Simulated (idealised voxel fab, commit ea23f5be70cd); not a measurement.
Process module name: voxel capacitor over wiring
Shown is cross-section cut, with a width of 160 nm and square cells of size 5 nm.
A cross-section is a grid of square cells, given in bands from the top down. A band is one or more rows of cells.
Basically the band line says how high the top is and how high the bottom is, in nm, and then what's in it from left to right, every material with its width in nm. Empty space shows up as "blank", and if a single material carries "all across" it runs the full band edge to edge.
Ref level 0: as-received wafer is one material below here. Bottom band extends down with no lower bound ("0 and below").
A width given as "30->40" starts at the first number in the band's top row and ends at the second number in its bottom row, shifting by an equal amount at every step from row to row.
Reading "no alteration" for a step: not a cell of the cross-section changed in it.
Closed-off voids: empty space of 8 cells or more with no open way to the top, each as width x height at its distance from the left edge, in nm
Heads up: the bit after the settings on a step's line is the simulator's remark on that step.
You can add "overlay nm" to a step's line. For a step with a mask, it describes how far the mask lay to the right of its planned position, and a negative number describes a lay to the left.
What follows is a series of pairs. Each pair shows a cross-section before one process step and the cross-section after it, and the after view is drawn only down to the lowest band that changed. Beneath each pair is the step that lies between the two, with its settings. Pairs may come from different runs of this module on the same starting wafer, so a pair continues from the one above it only where its entry headed "Pre-step section" says so.
## Pre-step section
	55 down to 50 | 45 nm TiN  5 nm blank  110 nm TiN
	50 down to 40 | 40 nm lowk  5 nm TiN  5 nm blank  5 nm TiN  105 nm lowk
	40 down to 35 | 40 nm SiCN  15 nm TiN  105 nm SiCN
	35 down to 15 | 25 nm lowk  5 nm SiCN  25 nm Ru  5 nm SiCN  40 nm lowk  5 nm SiCN  25 nm Ru  5 nm SiCN  25 nm lowk
	15 down to 10 | 30 nm SiCN  25 nm TiN  50 nm SiCN  25 nm TiN  30 nm SiCN
	10 down to 0 | Cu all across
	0 and below | Si all across
	Closed-off voids: none
## Post-Step Appearance
	60 down to 55 | Cu all across
	55 down to 50 | 45 nm TiN  5 nm Cu  110 nm TiN
	50 down to 40 | 40 nm lowk  5 nm TiN  5 nm Cu  5 nm TiN  105 nm lowk
	Rest of section, below 40: as before.
	Closed-off voids: none
Relating the two cross-sections above, the step in between is FILL_DEP, material Cu, thk nm 5
Pre-step section: The cross-section prior to this step is the one presented after the step of the pair immediately above.
## Post-Step Appearance
	50 down to 40 | 40 nm lowk  5 nm TiN  5 nm Cu  5 nm TiN  105 nm lowk
	Rest of section, below 40: as before.
	Closed-off voids: none
Relating the two cross-sections above, the step in between is CMP, height nm 50
Pre-step section: The cross-section prior to this step is the one presented after the step of the pair immediately above.
## Post-Step Appearance
	55 down to 50 | TiN all across
	Rest of section, below 50: as before.
	Closed-off voids: none
Relating the two cross-sections above, the step in between is DIRECTIONAL_DEP, material TiN, thk nm 5
Pre-step section: The cross-section prior to this step is the one presented after the step of the pair immediately above.
## Post-Step Appearance
	60 down to 55 | Al2O3 all across
	Rest of section, below 55: as before.
	Closed-off voids: none
Relating the two cross-sections above, the step in between is DIRECTIONAL_DEP, material Al2O3, thk nm 5
Pre-step section: The cross-section prior to this step is the one presented after the step of the pair immediately above.
## Post-Step Appearance
	70 down to 60 | TiN all across
	Rest of section, below 60: as before.
	Closed-off voids: none
Relating the two cross-sections above, the step in between is DIRECTIONAL_DEP, material TiN, thk nm 10
Pre-step section: The cross-section prior to this step is the one presented after the step of the pair immediately above.
## Post-Step Appearance
	70 down to 60 | 40 nm blank  55 nm TiN  65 nm blank
	Rest of section, below 60: as before.
	Closed-off voids: none
Relating the two cross-sections above, the step in between is MASKED_ETCH, tone cover, mask id UPPER_PLATE, width nm 55, etch materials TiN, depth nm 10, overlay nm 0
Pre-step section: The cross-section prior to this step is the one presented after the step of the pair immediately above.
## Post-Step Appearance
	70 down to 60 | 40 nm blank  55 nm TiN  65 nm blank
	60 down to 55 | 40 nm blank  55 nm Al2O3  65 nm blank
	Rest of section, below 55: as before.
	Closed-off voids: none
Relating the two cross-sections above, the step in between is MASKED_ETCH, tone cover, mask id UPPER_PLATE, width nm 55, etch materials Al2O3, depth nm 5, overlay nm 0
Pre-step section: The cross-section prior to this step is the one presented after the step of the pair immediately above.
## Post-Step Appearance
	70 down to 60 | 40 nm blank  55 nm TiN  65 nm blank
	60 down to 55 | 40 nm blank  55 nm Al2O3  65 nm blank
	55 down to 50 | 35 nm blank  65 nm TiN  60 nm blank
	Rest of section, below 50: as before.
	Closed-off voids: none
Relating the two cross-sections above, the step in between is MASKED_ETCH, tone cover, mask id LOWER_PLATE, width nm 65, etch materials TiN, depth nm 5, overlay nm 0
Pre-step section: The cross-section prior to this step is the one presented after the step of the pair immediately above.
## Post-Step Appearance
	85 down to 70 | SiO2 all across
	70 down to 60 | 40 nm SiO2  55 nm TiN  65 nm SiO2
	60 down to 55 | 40 nm SiO2  55 nm Al2O3  65 nm SiO2
	55 down to 50 | 35 nm SiO2  65 nm TiN  60 nm SiO2
	Rest of section, below 50: as before.
	Closed-off voids: none
Relating the two cross-sections above, the step in between is FILL_DEP, material SiO2, thk nm 15
Pre-step section: The cross-section prior to this step is the one presented after the step of the pair immediately above.
## Post-Step Appearance
	80 down to 70 | SiO2 all across
	Rest of section, below 70: as before.
	Closed-off voids: none
Relating the two cross-sections above, the step in between is CMP, height nm 80
Pre-step section: The cross-section prior to this step is the one presented after the step of the pair immediately above.
## Post-Step Appearance
	95 down to 80 | aC all across
	Rest of section, below 80: as before.
	Closed-off voids: none
Relating the two cross-sections above, the step in between is DIRECTIONAL_DEP, material aC, thk nm 15
Pre-step section: The cross-section prior to this step is the one presented after the step of the pair immediately above.
## Post-Step Appearance
	130 down to 95 | 50 nm resist  15 nm blank  95 nm resist
	Rest of section, below 95: as before.
	Closed-off voids: none
Relating the two cross-sections above, the step in between is PATTERN, tone open, mask id PLUG_2, material resist, width nm 15, thk nm 35, overlay nm 0
Pre-step section: The cross-section prior to this step is the one presented after the step of the pair immediately above.
## Post-Step Appearance
	115 down to 95 | 50 nm resist  15 nm blank  95 nm resist
	95 down to 80 | 50 nm aC  15 nm blank  95 nm aC
	Rest of section, below 80: as before.
	Closed-off voids: none
Relating the two cross-sections above, the step in between is DIRECTIONAL_ETCH, etch materials aC, depth nm 15
Pre-step section: The cross-section prior to this step is the one presented after the step of the pair immediately above.
## Post-Step Appearance
	95 down to 80 | 50 nm aC  15 nm blank  95 nm aC
	Rest of section, below 80: as before.
	Closed-off voids: none
Relating the two cross-sections above, the step in between is STRIP, etch materials resist
Pre-step section: The cross-section prior to this step is the one presented after the step of the pair immediately above.
## Post-Step Appearance
	95 down to 80 | 50 nm aC  15 nm blank  95 nm aC
	80 down to 70 | 50 nm SiO2  15 nm blank  95 nm SiO2
	Rest of section, below 70: as before.
	Closed-off voids: none
Relating the two cross-sections above, the step in between is DIRECTIONAL_ETCH, etch materials SiO2, depth nm 10
Pre-step section: The cross-section prior to this step is the one presented after the step of the pair immediately above.
## Post-Step Appearance
	80 down to 70 | 50 nm SiO2  15 nm blank  95 nm SiO2
	Rest of section, below 70: as before.
	Closed-off voids: none
Relating the two cross-sections above, the step in between is STRIP, etch materials aC
Pre-step section: The cross-section prior to this step is the one presented after the step of the pair immediately above.
## Post-Step Appearance
	85 down to 80 | 55 nm TiN  5 nm blank  100 nm TiN
	80 down to 75 | 50 nm SiO2  5 nm TiN  5 nm blank  5 nm TiN  95 nm SiO2
	75 down to 70 | 50 nm SiO2  15 nm TiN  95 nm SiO2
	Rest of section, below 70: as before.
	Closed-off voids: none
Relating the two cross-sections above, the step in between is CONFORMAL_DEP, material TiN, thk nm 5
Pre-step section: The cross-section prior to this step is the one presented after the step of the pair immediately above.
## Post-Step Appearance
	95 down to 85 | Cu all across
	85 down to 80 | 55 nm TiN  5 nm Cu  100 nm TiN
	80 down to 75 | 50 nm SiO2  5 nm TiN  5 nm Cu  5 nm TiN  95 nm SiO2
	Rest of section, below 75: as before.
	Closed-off voids: none
Relating the two cross-sections above, the step in between is FILL_DEP, material Cu, thk nm 10
Pre-step section: The cross-section prior to this step is the one presented after the step of the pair immediately above.
## Post-Step Appearance
	80 down to 75 | 50 nm SiO2  5 nm TiN  5 nm Cu  5 nm TiN  95 nm SiO2
	Rest of section, below 75: as before.
	Closed-off voids: none
Relating the two cross-sections above, the step in between is CMP, height nm 80
Pre-step section: The cross-section prior to this step is the one presented after the step of the pair immediately above.
## Post-Step Appearance
	85 down to 80 | SiCN all across
	Rest of section, below 80: as before.
	Closed-off voids: none
Relating the two cross-sections above, the step in between is CONFORMAL_DEP, material SiCN, thk nm 5
## Pre-step section
	70 down to 60 | TiN all across
	60 down to 55 | Al2O3 all across
	55 down to 50 | TiN all across
	50 down to 40 | 40 nm lowk  5 nm TiN  5 nm Cu  5 nm TiN  105 nm lowk
	40 down to 35 | 40 nm SiCN  15 nm TiN  105 nm SiCN
	35 down to 15 | 25 nm lowk  5 nm SiCN  25 nm Ru  5 nm SiCN  40 nm lowk  5 nm SiCN  25 nm Ru  5 nm SiCN  25 nm lowk
	15 down to 10 | 30 nm SiCN  25 nm TiN  50 nm SiCN  25 nm TiN  30 nm SiCN
	10 down to 0 | SiO2 all across
	0 and below | Si all across
	Closed-off voids: none
## Post-Step Appearance
	70 down to 60 | 40 nm TiN  55 nm blank  65 nm TiN
	Rest of section, below 60: as before.
	Closed-off voids: none
Relating the two cross-sections above, the step in between is MASKED_ETCH, tone open, mask id UPPER_PLATE, width nm 55, etch materials TiN, depth nm 10, overlay nm 0
Pre-step section: The cross-section prior to this step is the one presented after the step of the pair immediately above.
## Post-Step Appearance
	70 down to 65 | 35 nm blank  5 nm TiN  55 nm blank  5 nm TiN  60 nm blank
	Rest of section, below 65: as before.
	Closed-off voids: none
Relating the two cross-sections above, the step in between is MASKED_ETCH, tone cover, mask id LOWER_PLATE, width nm 65, etch materials TiN, depth nm 5, overlay nm 0
Pre-step section: The cross-section prior to this step is the one presented after the step of the pair immediately above.
## Post-Step Appearance
	85 down to 70 | SiO2 all across
	70 down to 65 | 35 nm SiO2  5 nm TiN  55 nm SiO2  5 nm TiN  60 nm SiO2
	65 down to 60 | 40 nm TiN  55 nm SiO2  65 nm TiN
	Rest of section, below 60: as before.
	Closed-off voids: none
Relating the two cross-sections above, the step in between is FILL_DEP, material SiO2, thk nm 15
Pre-step section: The cross-section prior to this step is the one presented after the step of the pair immediately above.
## Post-Step Appearance
	80 down to 70 | SiO2 all across
	Rest of section, below 70: as before.
	Closed-off voids: none
Relating the two cross-sections above, the step in between is CMP, height nm 80
Pre-step section: The cross-section prior to this step is the one presented after the step of the pair immediately above.
## Post-Step Appearance
	95 down to 80 | aC all across
	Rest of section, below 80: as before.
	Closed-off voids: none
Relating the two cross-sections above, the step in between is DIRECTIONAL_DEP, material aC, thk nm 15
Pre-step section: The cross-section prior to this step is the one presented after the step of the pair immediately above.
## Post-Step Appearance
	130 down to 95 | 50 nm resist  15 nm blank  95 nm resist
	Rest of section, below 95: as before.
	Closed-off voids: none
Relating the two cross-sections above, the step in between is PATTERN, tone open, mask id PLUG_2, material resist, width nm 15, thk nm 35, overlay nm 0
Pre-step section: The cross-section prior to this step is the one presented after the step of the pair immediately above.
## Post-Step Appearance
	115 down to 95 | 50 nm resist  15 nm blank  95 nm resist
	95 down to 80 | 50 nm aC  15 nm blank  95 nm aC
	Rest of section, below 80: as before.
	Closed-off voids: none
Relating the two cross-sections above, the step in between is DIRECTIONAL_ETCH, etch materials aC, depth nm 15
Pre-step section: The cross-section prior to this step is the one presented after the step of the pair immediately above.
## Post-Step Appearance
	95 down to 80 | 50 nm aC  15 nm blank  95 nm aC
	Rest of section, below 80: as before.
	Closed-off voids: none
Relating the two cross-sections above, the step in between is STRIP, etch materials resist
Pre-step section: The cross-section prior to this step is the one presented after the step of the pair immediately above.
## Post-Step Appearance
	95 down to 80 | 50 nm aC  15 nm blank  95 nm aC
	80 down to 70 | 50 nm SiO2  15 nm blank  95 nm SiO2
	Rest of section, below 70: as before.
	Closed-off voids: none
Relating the two cross-sections above, the step in between is DIRECTIONAL_ETCH, etch materials SiO2, depth nm 10
Pre-step section: The cross-section prior to this step is the one presented after the step of the pair immediately above.
## Post-Step Appearance
	80 down to 70 | 50 nm SiO2  15 nm blank  95 nm SiO2
	Rest of section, below 70: as before.
	Closed-off voids: none
Relating the two cross-sections above, the step in between is STRIP, etch materials aC
Pre-step section: The cross-section prior to this step is the one presented after the step of the pair immediately above.
## Post-Step Appearance
	85 down to 80 | 55 nm TiN  5 nm blank  100 nm TiN
	80 down to 75 | 50 nm SiO2  5 nm TiN  5 nm blank  5 nm TiN  95 nm SiO2
	75 down to 70 | 50 nm SiO2  15 nm TiN  95 nm SiO2
	Rest of section, below 70: as before.
	Closed-off voids: none
Relating the two cross-sections above, the step in between is CONFORMAL_DEP, material TiN, thk nm 5
Pre-step section: The cross-section prior to this step is the one presented after the step of the pair immediately above.
## Post-Step Appearance
	95 down to 85 | Cu all across
	85 down to 80 | 55 nm TiN  5 nm Cu  100 nm TiN
	80 down to 75 | 50 nm SiO2  5 nm TiN  5 nm Cu  5 nm TiN  95 nm SiO2
	Rest of section, below 75: as before.
	Closed-off voids: none
Relating the two cross-sections above, the step in between is FILL_DEP, material Cu, thk nm 10
Pre-step section: The cross-section prior to this step is the one presented after the step of the pair immediately above.
## Post-Step Appearance
	80 down to 75 | 50 nm SiO2  5 nm TiN  5 nm Cu  5 nm TiN  95 nm SiO2
	Rest of section, below 75: as before.
	Closed-off voids: none
Relating the two cross-sections above, the step in between is CMP, height nm 80
Pre-step section: The cross-section prior to this step is the one presented after the step of the pair immediately above.
## Post-Step Appearance
	85 down to 80 | SiCN all across
	Rest of section, below 80: as before.
	Closed-off voids: none
Relating the two cross-sections above, the step in between is CONFORMAL_DEP, material SiCN, thk nm 5
